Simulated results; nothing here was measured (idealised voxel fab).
The process module that follows is named voxel tone inversion.
Section shown: cut. Width: 190 nm. Cell size: 5 nm, square.
Format of a cross-section: grid, square cells. Given as bands. Order: top down. Band: one or more rows of cells.
Heights first: top, then bottom, in nm. Then materials, left to right, each with a width in nm. "all across" on a single material: fills the band edge to edge. "air": empty space.
Beneath 0, the wafer as received is one material, and that level is where height counting begins. The lowest band goes on downward without a bottom; it is written like "from 0 down".
You'd read "30..40" like this: the band's top row of cells is as wide as the first number, its bottom row is as wide as the second, and going down, every row changes width by the same amount as the row before did.
It should be understood that the words "no modification", when stated for a given step, signify that the cross-section underwent no change in any of its cells during that step.
If an empty space has no open way to the top and is at least 8 cells in size, "Sealed-off cavities" lists it, written width x height at distance, where distance is measured from the left edge and every value is in nm.
Where a step's line continues beyond its settings, the continuation is a remark by the simulator itself on that step.
The setting "overlay nm" may be written on the line of a step. When the step uses a mask, the value reports how far to the right of the planned place the mask lay, and a negative value reports that it lay to the left.
### Process steps - plan
1. RECEIVE | material Si
2. CONFORMAL_DEP | material SiN | thk nm 10
3. DIRECTIONAL_DEP | material polySi | thk nm 25
4. PATTERN | tone cover | mask id POSTS | material resist | width nm 15 | pitch nm 30 | thk nm 30 | overlay nm 0
5. DIRECTIONAL_ETCH | etch materials polySi | depth nm 25
6. STRIP | etch materials resist
7. FILL_DEP | material SiO2 | thk nm 10
8. CMP | height nm 35
9. STRIP | etch materials polySi
10. CONFORMAL_DEP | material TiN | thk nm 5
11. FILL_DEP | material W | thk nm 5
12. CMP | height nm 35
13. CONFORMAL_DEP | material SiN | thk nm 5
### As-received state of the wafer in cross-section, equivalent to post-step 1
* from 0 down: Si all across
* Sealed-off cavities: none
### End-of-module cross-section of the first of two wafers, processed as planned
* from 40 to 35: SiN all across
* from 35 to 15: SiO2 55 | TiN 5 | W 5 | TiN 5 | SiO2 15 | TiN 5 | W 5 | TiN 5 | SiO2 15 | TiN 5 | W 5 | TiN 5 | SiO2 60
* from 15 to 10: SiO2 55 | TiN 15 | SiO2 15 | TiN 15 | SiO2 15 | TiN 15 | SiO2 60
* from 10 to 0: SiN all across
* from 0 down: Si all across
* Sealed-off cavities: none
### Cross-section, wafer two of two, end of module: same start and plan as wafer one, one error in execution
* from 40 to 35: SiN all across
* from 35 to 15: W 50 | TiN 5 | SiO2 15 | TiN 5 | W 5 | TiN 5 | SiO2 15 | TiN 5 | W 5 | TiN 5 | SiO2 15 | TiN 5 | W 55
* from 15 to 10: TiN 55 | SiO2 15 | TiN 15 | SiO2 15 | TiN 15 | SiO2 15 | TiN 60
* from 10 to 0: SiN all across
* from 0 down: Si all across
* Sealed-off cavities: none
Which mistake was made when the wafer was run? step 4 ran differently from the plan; actual operation with settings: PATTERN | tone open | mask id POSTS | material resist | width nm 15 | pitch nm 30 | thk nm 30 | overlay nm 0
Final wafer comparison in cells, second versus first, more or fewer per material: SiO2 -100; TiN +20; W +80
